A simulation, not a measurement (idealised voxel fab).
Proc. module: voxel transistor to metal
cross-section cut | 155 nm wide | cells 5 nm
If you're reading a cross-section in this doc, picture square cells in a grid; it comes to you as bands, top ones listed first down to the bottom, and a band can be one or more rows of cells. Heights first: top, then bottom, in nm. Then materials, left to right, each with a width in nm. "full width" on a single material: fills the band edge to edge. "empty": empty space. All heights in this document are referenced to 0, defined as the level beneath which the wafer, as received, consists entirely of one material. The lowest band is not bounded below; it extends indefinitely downward and is written in the form "z 0 and below". It should be noted that a width expressed as "30..40" varies in equal increments from row to row of cells within the band, taking the value of the first number at the top row and that of the second number at the bottom row. No cell of the cross-section changed in a step that is given as "changes: none". "Sealed-off cavities": sealed empty spaces, 8 cells or more, no open way to top, listed width x height at distance, with distance from the left edge and width, height and distance in nm. Step line, after settings: the simulator's comment on this step. You can add "overlay nm" to a step's line. For a step with a mask, it describes how far the mask lay to the right of its planned position, and a negative number describes a lay to the left.

List of planned process steps:
1) RECEIVE [material Si]
2) CONFORMAL_DEP [material SiO2] [thk nm 5]
3) CONFORMAL_DEP [material SiN] [thk nm 10]
4) PATTERN [tone cover] [mask id ACTIVE] [material resist] [width nm 100] [thk nm 20] [overlay nm 0]
5) DIRECTIONAL_ETCH [etch materials SiN] [depth nm 10]
6) DIRECTIONAL_ETCH [etch materials SiO2] [depth nm 5]
7) DIRECTIONAL_ETCH [etch materials Si] [depth nm 25]
8) STRIP [etch materials resist]
9) OXIDIZE [depth nm 5]
10) FILL_DEP [material SiO2] [thk nm 5]
11) CMP [height nm 15]
12) SELECTIVE_ETCH [etch materials SiO2] [depth nm 5]
13) STRIP [etch materials SiN]
14) SELECTIVE_ETCH [etch materials SiO2] [depth nm 5]
15) OXIDIZE [depth nm 5]
16) DIRECTIONAL_DEP [material polySi] [thk nm 30]
17) DIRECTIONAL_DEP [material SiCN] [thk nm 15]
18) MASKED_ETCH [tone cover] [mask id GATE] [width nm 20] [etch materials SiCN] [depth nm 25] [overlay nm 0]
19) MASKED_ETCH [tone cover] [mask id GATE] [width nm 20] [etch materials polySi] [depth nm 40] [overlay nm 0]
20) CONFORMAL_DEP [material SiN] [thk nm 10]
21) DIRECTIONAL_ETCH [etch materials SiN] [depth nm 10]
22) DIRECTIONAL_ETCH [etch materials SiO2] [depth nm 5]
23) EPI [material SiGe] [thk nm 5]
24) FILL_DEP [material SiO2] [thk nm 10]
25) CMP [height nm 45]
26) DIRECTIONAL_DEP [material SiO2] [thk nm 10]
27) PATTERN [tone open] [mask id CONTACT] [material resist] [width nm 15] [pitch nm 65] [thk nm 20] [overlay nm 0]
28) DIRECTIONAL_ETCH [etch materials SiO2] [depth nm 55]
29) STRIP [etch materials resist]
30) CONFORMAL_DEP [material TiN] [thk nm 5]
31) FILL_DEP [material W] [thk nm 5]
32) CMP [height nm 55]
33) DIRECTIONAL_DEP [material TiN] [thk nm 5]
34) DIRECTIONAL_DEP [material Ru] [thk nm 20]
35) PATTERN [tone cover] [mask id METAL_1] [material resist] [width nm 15] [pitch nm 65] [thk nm 20] [overlay nm 0]
36) DIRECTIONAL_ETCH [etch materials Ru] [depth nm 20]
37) DIRECTIONAL_ETCH [etch materials TiN] [depth nm 5]
38) STRIP [etch materials resist]
39) FILL_DEP [material SiO2] [thk nm 10]
40) CMP [height nm 80]
41) CONFORMAL_DEP [material SiCN] [thk nm 5]
42) DIRECTIONAL_DEP [material lowk] [thk nm 25]
43) DIRECTIONAL_DEP [material aC] [thk nm 10]
44) PATTERN [tone open] [mask id METAL_2] [material resist] [width nm 15] [pitch nm 65] [thk nm 30] [overlay nm 0]
45) DIRECTIONAL_ETCH [etch materials aC] [depth nm 10]
46) STRIP [etch materials resist]
47) DIRECTIONAL_ETCH [etch materials lowk] [depth nm 15]
48) STRIP [etch materials aC]
49) MASKED_ETCH [tone open] [mask id METAL_2_HOLES] [width nm 15] [pitch nm 65] [etch materials lowk] [depth nm 10] [overlay nm 0]
50) MASKED_ETCH [tone open] [mask id METAL_2_HOLES] [width nm 15] [pitch nm 65] [etch materials SiCN] [depth nm 5] [overlay nm 0]
51) CONFORMAL_DEP [material TiN] [thk nm 5]
52) FILL_DEP [material Cu] [thk nm 10]
53) CMP [height nm 110]
54) CONFORMAL_DEP [material SiN] [thk nm 5]

So, the first of our two wafers, run just as we planned it:

Here's what the wafer looked like in cross-section when it arrived - that's after step 1:
  z 0 and below | Si full width
  Sealed-off cavities: none

Cross-section: wafer state after step 2:
  z 5 to 0 | SiO2 full width
  Under 0: no change, same as before.

Cross-section: wafer state after step 3:
  z 15 to 5 | SiN full width
  Under 5: no change, same as before.

Cross-section: wafer state after step 4:
  z 35 to 15 | empty 25, resist 100, empty 30
  Under 15: no change, same as before.

Cross-section: wafer state after step 5:
  z 35 to 15 | empty 25, resist 100, empty 30
  z 15 to 5 | empty 25, SiN 100, empty 30
  Under 5: no change, same as before.

Cross-section: wafer state after step 6:
  z 35 to 15 | empty 25, resist 100, empty 30
  z 15 to 5 | empty 25, SiN 100, empty 30
  z 5 to 0 | empty 25, SiO2 100, empty 30
  Under 0: no change, same as before.

Cross-section: wafer state after step 7:
  z 35 to 15 | empty 25, resist 100, empty 30
  z 15 to 5 | empty 25, SiN 100, empty 30
  z 5 to 0 | empty 25, SiO2 100, empty 30
  z 0 to -25 | empty 25, Si 100, empty 30
  Under -25: no change, same as before.

Cross-section: wafer state after step 8:
  z 15 to 5 | empty 25, SiN 100, empty 30
  Under 5: no change, same as before.

Cross-section: wafer state after step 9:
  z 15 to 5 | empty 25, SiN 100, empty 30
  z 5 to 0 | empty 25, SiO2 100, empty 30
  z 0 to -25 | empty 25, SiO2 5, Si 90, SiO2 5, empty 30
  z -25 to -30 | SiO2 30, Si 90, SiO2 35
  Under -30: no change, same as before.

Cross-section: wafer state after step 10:
  z 20 to 15 | SiO2 full width
  z 15 to 5 | SiO2 25, SiN 100, SiO2 30
  z 5 to 0 | SiO2 full width
  z 0 to -30 | SiO2 30, Si 90, SiO2 35
  Under -30: no change, same as before.

Cross-section: wafer state after step 11:
  z 15 to 5 | SiO2 25, SiN 100, SiO2 30
  Under 5: no change, same as before.

Cross-section: wafer state after step 12:
  z 15 to 10 | empty 25, SiN 100, empty 30
  Under 10: no change, same as before.

Cross-section: wafer state after step 13:
  z 10 to 5 | SiO2 25, empty 100, SiO2 30
  Under 5: no change, same as before.

Cross-section: wafer state after step 14:
  z 5 to 0 | SiO2 20, empty 110, SiO2 25
  Under 0: no change, same as before.

Cross-section: wafer state after step 15:
  z 5 to 0 | SiO2 20, empty 110, SiO2 25
  z 0 to -5 | SiO2 full width
  Under -5: no change, same as before.

Cross-section: wafer state after step 16:
  z 35 to 30 | polySi 20, empty 110, polySi 25
  z 30 to 5 | polySi full width
  z 5 to 0 | SiO2 20, polySi 110, SiO2 25
  Under 0: no change, same as before.

Cross-section: wafer state after step 17:
  z 50 to 45 | SiCN 20, empty 110, SiCN 25
  z 45 to 35 | SiCN full width
  z 35 to 30 | polySi 20, SiCN 110, polySi 25
  Under 30: no change, same as before.

Cross-section: wafer state after step 18:
  z 45 to 35 | empty 65, SiCN 20, empty 70
  z 35 to 30 | polySi 20, empty 45, SiCN 20, empty 45, polySi 25
  Under 30: no change, same as before.

Cross-section: wafer state after step 19:
  z 45 to 30 | empty 65, SiCN 20, empty 70
  z 30 to 5 | empty 65, polySi 20, empty 70
  z 5 to 0 | SiO2 20, empty 45, polySi 20, empty 45, SiO2 25
  Under 0: no change, same as before.

Cross-section: wafer state after step 20:
  z 55 to 45 | empty 55, SiN 40, empty 60
  z 45 to 30 | empty 55, SiN 10, SiCN 20, SiN 10, empty 60
  z 30 to 15 | empty 55, SiN 10, polySi 20, SiN 10, empty 60
  z 15 to 10 | SiN 30, empty 25, SiN 10, polySi 20, SiN 10, empty 25, SiN 35
  z 10 to 5 | SiN 65, polySi 20, SiN 70
  z 5 to 0 | SiO2 20, SiN 45, polySi 20, SiN 45, SiO2 25
  Under 0: no change, same as before.

Cross-section: wafer state after step 21:
  z 45 to 30 | empty 55, SiN 10, SiCN 20, SiN 10, empty 60
  z 30 to 5 | empty 55, SiN 10, polySi 20, SiN 10, empty 60
  z 5 to 0 | SiO2 20, SiN 10, empty 25, SiN 10, polySi 20, SiN 10, empty 25, SiN 10, SiO2 25
  Under 0: no change, same as before.

Cross-section: wafer state after step 22:
  z 45 to 30 | empty 55, SiN 10, SiCN 20, SiN 10, empty 60
  z 30 to 5 | empty 55, SiN 10, polySi 20, SiN 10, empty 60
  z 5 to 0 | empty 20, SiN 10, empty 25, SiN 10, polySi 20, SiN 10, empty 25, SiN 10, empty 25
  z 0 to -5 | SiO2 30, empty 25, SiO2 40, empty 25, SiO2 35
  Under -5: no change, same as before.

Cross-section: wafer state after step 23:
  z 45 to 30 | empty 55, SiN 10, SiCN 20, SiN 10, empty 60
  z 30 to 5 | empty 55, SiN 10, polySi 20, SiN 10, empty 60
  z 5 to 0 | empty 20, SiN 10, empty 25, SiN 10, polySi 20, SiN 10, empty 25, SiN 10, empty 25
  z 0 to -5 | SiO2 30, SiGe 25, SiO2 40, SiGe 25, SiO2 35
  Under -5: no change, same as before.

Cross-section: wafer state after step 24:
  z 55 to 45 | SiO2 full width
  z 45 to 30 | SiO2 55, SiN 10, SiCN 20, SiN 10, SiO2 60
  z 30 to 5 | SiO2 55, SiN 10, polySi 20, SiN 10, SiO2 60
  z 5 to 0 | SiO2 20, SiN 10, SiO2 25, SiN 10, polySi 20, SiN 10, SiO2 25, SiN 10, SiO2 25
  Under 0: no change, same as before.

Cross-section: wafer state after step 25:
  z 45 to 30 | SiO2 55, SiN 10, SiCN 20, SiN 10, SiO2 60
  Under 30: no change, same as before.

Cross-section: wafer state after step 26:
  z 55 to 45 | SiO2 full width
  Under 45: no change, same as before.

Cross-section: wafer state after step 27:
  z 75 to 55 | resist 35, empty 15, resist 50, empty 15, resist 40
  Under 55: no change, same as before.

Cross-section: wafer state after step 28:
  z 75 to 55 | resist 35, empty 15, resist 50, empty 15, resist 40
  z 55 to 45 | SiO2 35, empty 15, SiO2 50, empty 15, SiO2 40
  z 45 to 30 | SiO2 35, empty 15, SiO2 5, SiN 10, SiCN 20, SiN 10, SiO2 5, empty 15, SiO2 40
  z 30 to 5 | SiO2 35, empty 15, SiO2 5, SiN 10, polySi 20, SiN 10, SiO2 5, empty 15, SiO2 40
  z 5 to 0 | SiO2 20, SiN 10, SiO2 5, empty 15, SiO2 5, SiN 10, polySi 20, SiN 10, SiO2 5, empty 15, SiO2 5, SiN 10, SiO2 25
  Under 0: no change, same as before.

Cross-section: wafer state after step 29:
  z 55 to 45 | SiO2 35, empty 15, SiO2 50, empty 15, SiO2 40
  Under 45: no change, same as before.

Cross-section: wafer state after step 30:
  z 60 to 55 | TiN 40, empty 5, TiN 60, empty 5, TiN 45
  z 55 to 45 | SiO2 35, TiN 5, empty 5, TiN 5, SiO2 50, TiN 5, empty 5, TiN 5, SiO2 40
  z 45 to 30 | SiO2 35, TiN 5, empty 5, TiN 5, SiO2 5, SiN 10, SiCN 20, SiN 10, SiO2 5, TiN 5, empty 5, TiN 5, SiO2 40
  z 30 to 5 | SiO2 35, TiN 5, empty 5, TiN 5, SiO2 5, SiN 10, polySi 20, SiN 10, SiO2 5, TiN 5, empty 5, TiN 5, SiO2 40
  z 5 to 0 | SiO2 20, SiN 10, SiO2 5, TiN 15, SiO2 5, SiN 10, polySi 20, SiN 10, SiO2 5, TiN 15, SiO2 5, SiN 10, SiO2 25
  Under 0: no change, same as before.

Cross-section: wafer state after step 31:
  z 65 to 60 | W full width
  z 60 to 55 | TiN 40, W 5, TiN 60, W 5, TiN 45
  z 55 to 45 | SiO2 35, TiN 5, W 5, TiN 5, SiO2 50, TiN 5, W 5, TiN 5, SiO2 40
  z 45 to 30 | SiO2 35, TiN 5, W 5, TiN 5, SiO2 5, SiN 10, SiCN 20, SiN 10, SiO2 5, TiN 5, W 5, TiN 5, SiO2 40
  z 30 to 5 | SiO2 35, TiN 5, W 5, TiN 5, SiO2 5, SiN 10, polySi 20, SiN 10, SiO2 5, TiN 5, W 5, TiN 5, SiO2 40
  Under 5: no change, same as before.

Cross-section: wafer state after step 32:
  z 55 to 45 | SiO2 35, TiN 5, W 5, TiN 5, SiO2 50, TiN 5, W 5, TiN 5, SiO2 40
  Under 45: no change, same as before.

Cross-section: wafer state after step 33:
  z 60 to 55 | TiN full width
  Under 55: no change, same as before.

Cross-section: wafer state after step 34:
  z 80 to 60 | Ru full width
  Under 60: no change, same as before.

Cross-section: wafer state after step 35:
  z 100 to 80 | empty 35, resist 15, empty 50, resist 15, empty 40
  Under 80: no change, same as before.

Cross-section: wafer state after step 36:
  z 100 to 80 | empty 35, resist 15, empty 50, resist 15, empty 40
  z 80 to 60 | empty 35, Ru 15, empty 50, Ru 15, empty 40
  Under 60: no change, same as before.

Cross-section: wafer state after step 37:
  z 100 to 80 | empty 35, resist 15, empty 50, resist 15, empty 40
  z 80 to 60 | empty 35, Ru 15, empty 50, Ru 15, empty 40
  z 60 to 55 | empty 35, TiN 15, empty 50, TiN 15, empty 40
  Under 55: no change, same as before.

Cross-section: wafer state after step 38:
  z 80 to 60 | empty 35, Ru 15, empty 50, Ru 15, empty 40
  Under 60: no change, same as before.

Cross-section: wafer state after step 39:
  z 90 to 80 | SiO2 full width
  z 80 to 60 | SiO2 35, Ru 15, SiO2 50, Ru 15, SiO2 40
  z 60 to 55 | SiO2 35, TiN 15, SiO2 50, TiN 15, SiO2 40
  Under 55: no change, same as before.

Cross-section: wafer state after step 40:
  z 80 to 60 | SiO2 35, Ru 15, SiO2 50, Ru 15, SiO2 40
  Under 60: no change, same as before.

Cross-section: wafer state after step 41:
  z 85 to 80 | SiCN full width
  Under 80: no change, same as before.

Cross-section: wafer state after step 42:
  z 110 to 85 | lowk full width
  Under 85: no change, same as before.

Cross-section: wafer state after step 43:
  z 120 to 110 | aC full width
  Under 110: no change, same as before.

Cross-section: wafer state after step 44:
  z 150 to 120 | resist 35, empty 15, resist 50, empty 15, resist 40
  Under 120: no change, same as before.

Cross-section: wafer state after step 45:
  z 140 to 120 | resist 35, empty 15, resist 50, empty 15, resist 40
  z 120 to 110 | aC 35, empty 15, aC 50, empty 15, aC 40
  Under 110: no change, same as before.

Cross-section: wafer state after step 46:
  z 120 to 110 | aC 35, empty 15, aC 50, empty 15, aC 40
  Under 110: no change, same as before.

Cross-section: wafer state after step 47:
  z 120 to 110 | aC 35, empty 15, aC 50, empty 15, aC 40
  z 110 to 95 | lowk 35, empty 15, lowk 50, empty 15, lowk 40
  Under 95: no change, same as before.

Cross-section: wafer state after step 48:
  z 110 to 95 | lowk 35, empty 15, lowk 50, empty 15, lowk 40
  Under 95: no change, same as before.

Cross-section: wafer state after step 49:
  z 110 to 85 | lowk 35, empty 15, lowk 50, empty 15, lowk 40
  Under 85: no change, same as before.

Cross-section: wafer state after step 50:
  z 110 to 85 | lowk 35, empty 15, lowk 50, empty 15, lowk 40
  z 85 to 80 | SiCN 35, empty 15, SiCN 50, empty 15, SiCN 40
  Under 80: no change, same as before.

Cross-section: wafer state after step 51:
  z 115 to 110 | TiN 40, empty 5, TiN 60, empty 5, TiN 45
  z 110 to 85 | lowk 35, TiN 5, empty 5, TiN 5, lowk 50, TiN 5, empty 5, TiN 5, lowk 40
  z 85 to 80 | SiCN 35, TiN 15, SiCN 50, TiN 15, SiCN 40
  Under 80: no change, same as before.

Cross-section: wafer state after step 52:
  z 125 to 115 | Cu full width
  z 115 to 110 | TiN 40, Cu 5, TiN 60, Cu 5, TiN 45
  z 110 to 85 | lowk 35, TiN 5, Cu 5, TiN 5, lowk 50, TiN 5, Cu 5, TiN 5, lowk 40
  Under 85: no change, same as before.

Cross-section: wafer state after step 53:
  z 110 to 85 | lowk 35, TiN 5, Cu 5, TiN 5, lowk 50, TiN 5, Cu 5, TiN 5, lowk 40
  Under 85: no change, same as before.

Cross-section: wafer state after step 54:
  z 115 to 110 | SiN full width
  Under 110: no change, same as before.

The second wafer: identical to the first at the outset and in its planned sequence, differing only in that one mistake was made during processing; up to and including step 1, its path is the first wafer's path:

Second wafer, sectioned view, at step 2's planned end time: changes: none

Second wafer, sectioned view, at step 3's planned end time:
  z 10 to 0 | SiN full width
  Under 0: no change, same as before.

Second wafer, sectioned view, at step 4's planned end time:
  z 30 to 10 | empty 25, resist 100, empty 30
  Under 10: no change, same as before.

Second wafer, sectioned view, at step 5's planned end time:
  z 30 to 10 | empty 25, resist 100, empty 30
  z 10 to 0 | empty 25, SiN 100, empty 30
  Under 0: no change, same as before.

Second wafer, sectioned view, at step 6's planned end time: changes: none

Second wafer, sectioned view, at step 7's planned end time:
  z 30 to 10 | empty 25, resist 100, empty 30
  z 10 to 0 | empty 25, SiN 100, empty 30
  z 0 to -25 | empty 25, Si 100, empty 30
  Under -25: no change, same as before.

Second wafer, sectioned view, at step 8's planned end time:
  z 10 to 0 | empty 25, SiN 100, empty 30
  Under 0: no change, same as before.

Second wafer, sectioned view, at step 9's planned end time:
  z 10 to 0 | empty 25, SiN 100, empty 30
  z 0 to -25 | empty 25, SiO2 5, Si 90, SiO2 5, empty 30
  z -25 to -30 | SiO2 30, Si 90, SiO2 35
  Under -30: no change, same as before.

Second wafer, sectioned view, at step 10's planned end time:
  z 15 to 10 | SiO2 full width
  z 10 to 0 | SiO2 25, SiN 100, SiO2 30
  z 0 to -30 | SiO2 30, Si 90, SiO2 35
  Under -30: no change, same as before.

Second wafer, sectioned view, at step 11's planned end time: changes: none

Second wafer, sectioned view, at step 12's planned end time:
  z 10 to 0 | SiO2 25, SiN 100, SiO2 30
  Under 0: no change, same as before.

Second wafer, sectioned view, at step 13's planned end time:
  z 10 to 0 | SiO2 25, empty 100, SiO2 30
  Under 0: no change, same as before.

Second wafer, sectioned view, at step 14's planned end time:
  z 5 to 0 | SiO2 20, empty 110, SiO2 25
  z 0 to -5 | SiO2 20, empty 10, Si 90, empty 10, SiO2 25
  Under -5: no change, same as before.

Second wafer, sectioned view, at step 15's planned end time:
  z 5 to 0 | SiO2 20, empty 110, SiO2 25
  z 0 to -5 | SiO2 20, empty 10, SiO2 90, empty 10, SiO2 25
  z -5 to -10 | SiO2 35, Si 80, SiO2 40
  Under -10: no change, same as before.

Second wafer, sectioned view, at step 16's planned end time:
  z 35 to 30 | polySi 20, empty 110, polySi 25
  z 30 to 25 | polySi 20, empty 10, polySi 90, empty 10, polySi 25
  z 25 to 5 | polySi full width
  z 5 to 0 | SiO2 20, polySi 110, SiO2 25
  z 0 to -5 | SiO2 20, polySi 10, SiO2 90, polySi 10, SiO2 25
  Under -5: no change, same as before.

Second wafer, sectioned view, at step 17's planned end time:
  z 50 to 45 | SiCN 20, empty 110, SiCN 25
  z 45 to 40 | SiCN 20, empty 10, SiCN 90, empty 10, SiCN 25
  z 40 to 35 | SiCN full width
  z 35 to 30 | polySi 20, SiCN 110, polySi 25
  z 30 to 25 | polySi 20, SiCN 10, polySi 90, SiCN 10, polySi 25
  Under 25: no change, same as before.

Second wafer, sectioned view, at step 18's planned end time:
  z 45 to 35 | empty 65, SiCN 20, empty 70
  z 35 to 30 | polySi 20, empty 45, SiCN 20, empty 45, polySi 25
  z 30 to 25 | polySi 20, empty 10, polySi 90, empty 10, polySi 25
  Under 25: no change, same as before.

Second wafer, sectioned view, at step 19's planned end time:
  z 45 to 30 | empty 65, SiCN 20, empty 70
  z 30 to 5 | empty 65, polySi 20, empty 70
  z 5 to 0 | SiO2 20, empty 45, polySi 20, empty 45, SiO2 25
  z 0 to -5 | SiO2 20, empty 10, SiO2 90, empty 10, SiO2 25
  Under -5: no change, same as before.

Second wafer, sectioned view, at step 20's planned end time:
  z 55 to 45 | empty 55, SiN 40, empty 60
  z 45 to 30 | empty 55, SiN 10, SiCN 20, SiN 10, empty 60
  z 30 to 15 | empty 55, SiN 10, polySi 20, SiN 10, empty 60
  z 15 to 10 | SiN 30, empty 25, SiN 10, polySi 20, SiN 10, empty 25, SiN 35
  z 10 to 5 | SiN 65, polySi 20, SiN 70
  z 5 to 0 | SiO2 20, SiN 45, polySi 20, SiN 45, SiO2 25
  z 0 to -5 | SiO2 20, SiN 10, SiO2 90, SiN 10, SiO2 25
  Under -5: no change, same as before.

Second wafer, sectioned view, at step 21's planned end time:
  z 45 to 30 | empty 55, SiN 10, SiCN 20, SiN 10, empty 60
  z 30 to 5 | empty 55, SiN 10, polySi 20, SiN 10, empty 60
  z 5 to 0 | SiO2 20, SiN 10, empty 25, SiN 10, polySi 20, SiN 10, empty 25, SiN 10, SiO2 25
  Under 0: no change, same as before.

Second wafer, sectioned view, at step 22's planned end time:
  z 45 to 30 | empty 55, SiN 10, SiCN 20, SiN 10, empty 60
  z 30 to 5 | empty 55, SiN 10, polySi 20, SiN 10, empty 60
  z 5 to 0 | empty 20, SiN 10, empty 25, SiN 10, polySi 20, SiN 10, empty 25, SiN 10, empty 25
  z 0 to -5 | SiO2 20, SiN 10, empty 25, SiO2 40, empty 25, SiN 10, SiO2 25
  Under -5: no change, same as before.

Second wafer, sectioned view, at step 23's planned end time:
  z 45 to 30 | empty 55, SiN 10, SiCN 20, SiN 10, empty 60
  z 30 to 5 | empty 55, SiN 10, polySi 20, SiN 10, empty 60
  z 5 to 0 | empty 20, SiN 10, empty 25, SiN 10, polySi 20, SiN 10, empty 25, SiN 10, empty 25
  z 0 to -5 | SiO2 20, SiN 10, SiGe 25, SiO2 40, SiGe 25, SiN 10, SiO2 25
  Under -5: no change, same as before.

Second wafer, sectioned view, at step 24's planned end time:
  z 55 to 45 | SiO2 full width
  z 45 to 30 | SiO2 55, SiN 10, SiCN 20, SiN 10, SiO2 60
  z 30 to 5 | SiO2 55, SiN 10, polySi 20, SiN 10, SiO2 60
  z 5 to 0 | SiO2 20, SiN 10, SiO2 25, SiN 10, polySi 20, SiN 10, SiO2 25, SiN 10, SiO2 25
  Under 0: no change, same as before.

Second wafer, sectioned view, at step 25's planned end time:
  z 45 to 30 | SiO2 55, SiN 10, SiCN 20, SiN 10, SiO2 60
  Under 30: no change, same as before.

Second wafer, sectioned view, at step 26's planned end time:
  z 55 to 45 | SiO2 full width
  Under 45: no change, same as before.

Second wafer, sectioned view, at step 27's planned end time:
  z 75 to 55 | resist 35, empty 15, resist 50, empty 15, resist 40
  Under 55: no change, same as before.

Second wafer, sectioned view, at step 28's planned end time:
  z 75 to 55 | resist 35, empty 15, resist 50, empty 15, resist 40
  z 55 to 45 | SiO2 35, empty 15, SiO2 50, empty 15, SiO2 40
  z 45 to 30 | SiO2 35, empty 15, SiO2 5, SiN 10, SiCN 20, SiN 10, SiO2 5, empty 15, SiO2 40
  z 30 to 5 | SiO2 35, empty 15, SiO2 5, SiN 10, polySi 20, SiN 10, SiO2 5, empty 15, SiO2 40
  z 5 to 0 | SiO2 20, SiN 10, SiO2 5, empty 15, SiO2 5, SiN 10, polySi 20, SiN 10, SiO2 5, empty 15, SiO2 5, SiN 10, SiO2 25
  Under 0: no change, same as before.

Second wafer, sectioned view, at step 29's planned end time:
  z 55 to 45 | SiO2 35, empty 15, SiO2 50, empty 15, SiO2 40
  Under 45: no change, same as before.

Second wafer, sectioned view, at step 30's planned end time:
  z 60 to 55 | TiN 40, empty 5, TiN 60, empty 5, TiN 45
  z 55 to 45 | SiO2 35, TiN 5, empty 5, TiN 5, SiO2 50, TiN 5, empty 5, TiN 5, SiO2 40
  z 45 to 30 | SiO2 35, TiN 5, empty 5, TiN 5, SiO2 5, SiN 10, SiCN 20, SiN 10, SiO2 5, TiN 5, empty 5, TiN 5, SiO2 40
  z 30 to 5 | SiO2 35, TiN 5, empty 5, TiN 5, SiO2 5, SiN 10, polySi 20, SiN 10, SiO2 5, TiN 5, empty 5, TiN 5, SiO2 40
  z 5 to 0 | SiO2 20, SiN 10, SiO2 5, TiN 15, SiO2 5, SiN 10, polySi 20, SiN 10, SiO2 5, TiN 15, SiO2 5, SiN 10, SiO2 25
  Under 0: no change, same as before.

Second wafer, sectioned view, at step 31's planned end time:
  z 65 to 60 | W full width
  z 60 to 55 | TiN 40, W 5, TiN 60, W 5, TiN 45
  z 55 to 45 | SiO2 35, TiN 5, W 5, TiN 5, SiO2 50, TiN 5, W 5, TiN 5, SiO2 40
  z 45 to 30 | SiO2 35, TiN 5, W 5, TiN 5, SiO2 5, SiN 10, SiCN 20, SiN 10, SiO2 5, TiN 5, W 5, TiN 5, SiO2 40
  z 30 to 5 | SiO2 35, TiN 5, W 5, TiN 5, SiO2 5, SiN 10, polySi 20, SiN 10, SiO2 5, TiN 5, W 5, TiN 5, SiO2 40
  Under 5: no change, same as before.

Second wafer, sectioned view, at step 32's planned end time:
  z 55 to 45 | SiO2 35, TiN 5, W 5, TiN 5, SiO2 50, TiN 5, W 5, TiN 5, SiO2 40
  Under 45: no change, same as before.

Second wafer, sectioned view, at step 33's planned end time:
  z 60 to 55 | TiN full width
  Under 55: no change, same as before.

Second wafer, sectioned view, at step 34's planned end time:
  z 80 to 60 | Ru full width
  Under 60: no change, same as before.

Second wafer, sectioned view, at step 35's planned end time:
  z 100 to 80 | empty 35, resist 15, empty 50, resist 15, empty 40
  Under 80: no change, same as before.

Second wafer, sectioned view, at step 36's planned end time:
  z 100 to 80 | empty 35, resist 15, empty 50, resist 15, empty 40
  z 80 to 60 | empty 35, Ru 15, empty 50, Ru 15, empty 40
  Under 60: no change, same as before.

Second wafer, sectioned view, at step 37's planned end time:
  z 100 to 80 | empty 35, resist 15, empty 50, resist 15, empty 40
  z 80 to 60 | empty 35, Ru 15, empty 50, Ru 15, empty 40
  z 60 to 55 | empty 35, TiN 15, empty 50, TiN 15, empty 40
  Under 55: no change, same as before.

Second wafer, sectioned view, at step 38's planned end time:
  z 80 to 60 | empty 35, Ru 15, empty 50, Ru 15, empty 40
  Under 60: no change, same as before.

Second wafer, sectioned view, at step 39's planned end time:
  z 90 to 80 | SiO2 full width
  z 80 to 60 | SiO2 35, Ru 15, SiO2 50, Ru 15, SiO2 40
  z 60 to 55 | SiO2 35, TiN 15, SiO2 50, TiN 15, SiO2 40
  Under 55: no change, same as before.

Second wafer, sectioned view, at step 40's planned end time:
  z 80 to 60 | SiO2 35, Ru 15, SiO2 50, Ru 15, SiO2 40
  Under 60: no change, same as before.

Second wafer, sectioned view, at step 41's planned end time:
  z 85 to 80 | SiCN full width
  Under 80: no change, same as before.

Second wafer, sectioned view, at step 42's planned end time:
  z 110 to 85 | lowk full width
  Under 85: no change, same as before.

Second wafer, sectioned view, at step 43's planned end time:
  z 120 to 110 | aC full width
  Under 110: no change, same as before.

Second wafer, sectioned view, at step 44's planned end time:
  z 150 to 120 | resist 35, empty 15, resist 50, empty 15, resist 40
  Under 120: no change, same as before.

Second wafer, sectioned view, at step 45's planned end time:
  z 140 to 120 | resist 35, empty 15, resist 50, empty 15, resist 40
  z 120 to 110 | aC 35, empty 15, aC 50, empty 15, aC 40
  Under 110: no change, same as before.

Second wafer, sectioned view, at step 46's planned end time:
  z 120 to 110 | aC 35, empty 15, aC 50, empty 15, aC 40
  Under 110: no change, same as before.

Second wafer, sectioned view, at step 47's planned end time:
  z 120 to 110 | aC 35, empty 15, aC 50, empty 15, aC 40
  z 110 to 95 | lowk 35, empty 15, lowk 50, empty 15, lowk 40
  Under 95: no change, same as before.

Second wafer, sectioned view, at step 48's planned end time:
  z 110 to 95 | lowk 35, empty 15, lowk 50, empty 15, lowk 40
  Under 95: no change, same as before.

Second wafer, sectioned view, at step 49's planned end time:
  z 110 to 85 | lowk 35, empty 15, lowk 50, empty 15, lowk 40
  Under 85: no change, same as before.

Second wafer, sectioned view, at step 50's planned end time:
  z 110 to 85 | lowk 35, empty 15, lowk 50, empty 15, lowk 40
  z 85 to 80 | SiCN 35, empty 15, SiCN 50, empty 15, SiCN 40
  Under 80: no change, same as before.

Second wafer, sectioned view, at step 51's planned end time:
  z 115 to 110 | TiN 40, empty 5, TiN 60, empty 5, TiN 45
  z 110 to 85 | lowk 35, TiN 5, empty 5, TiN 5, lowk 50, TiN 5, empty 5, TiN 5, lowk 40
  z 85 to 80 | SiCN 35, TiN 15, SiCN 50, TiN 15, SiCN 40
  Under 80: no change, same as before.

Second wafer, sectioned view, at step 52's planned end time:
  z 125 to 115 | Cu full width
  z 115 to 110 | TiN 40, Cu 5, TiN 60, Cu 5, TiN 45
  z 110 to 85 | lowk 35, TiN 5, Cu 5, TiN 5, lowk 50, TiN 5, Cu 5, TiN 5, lowk 40
  Under 85: no change, same as before.

Second wafer, sectioned view, at step 53's planned end time:
  z 110 to 85 | lowk 35, TiN 5, Cu 5, TiN 5, lowk 50, TiN 5, Cu 5, TiN 5, lowk 40
  Under 85: no change, same as before.

Second wafer, sectioned view, at step 54's planned end time:
  z 115 to 110 | SiN full width
  Under 110: no change, same as before.
What went wrong in running the wafer? step 2 of the plan was bypassed and not carried out
At the finish, the second wafer shows more or fewer cells for some materials than the first does: -2 Si | +4 SiN | -2 SiO2
